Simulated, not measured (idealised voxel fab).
process module | voxel ribs on slabs
cross-section cut | 265 nm wide | cells 5 nm
A cross-section is a grid of square cells, given in bands from the top down. A band is one or more rows of cells.
Each band's line starts with the height of the band's top and of its bottom, in nm. Then come its materials from left to right, each with its width in nm. One material with "throughout" fills the band from edge to edge. "air" is empty space.
Height 0 is the level under which the wafer as received is all one material. The lowest band goes on downwards, as in "0 down".
A width such as "30 to 40" changes by the same amount from each row of cells to the next, from the band's top row to its bottom row.
"no change" after a step means that no cell of the cross-section changed.
closed voids: empty space of 8 cells or more with no open way to the top, each as width x height at its distance from the left edge, in nm
after a step's settings: what the simulator itself notes on the step
overlay nm, on a step with a mask: how far to the right of its planned place the mask lay; to the left if negative
plan
1 op RECEIVE | material Si
2 op DIRECTIONAL_DEP | material SiO2 | thk nm 30
3 op DIRECTIONAL_DEP | material polySi | thk nm 20
4 op PATTERN | tone cover | mask id RIB | material resist | width nm 30 | thk nm 15 | overlay nm 0
5 op DIRECTIONAL_ETCH | etch materials polySi | depth nm 5
6 op STRIP | etch materials resist
7 op MASKED_ETCH | tone cover | mask id SLAB | width nm 60 | etch materials polySi | depth nm 15 | overlay nm 0
8 op FILL_DEP | material SiO2 | thk nm 20
9 op CMP | height nm 60
10 op DIRECTIONAL_DEP | material TiN | thk nm 10
11 op PATTERN | tone cover | mask id HEATER | material resist | width nm 40 | thk nm 15 | overlay nm 0
12 op DIRECTIONAL_ETCH | etch materials TiN | depth nm 10
13 op STRIP | etch materials resist
14 op CONFORMAL_DEP | material SiN | thk nm 10
as received, after step 1
  0 down: Si throughout
  closed voids: none
a wafer at the end: this start, this plan, one mistake
  80 to 70: air 100 | SiN 60 | air 105
  70 to 60: SiN 110 | TiN 40 | SiN 115
  60 to 20: SiO2 throughout
  20 to 0: polySi throughout
  0 down: Si throughout
  closed voids: none
what went wrong: steps 2 and 3 were swapped
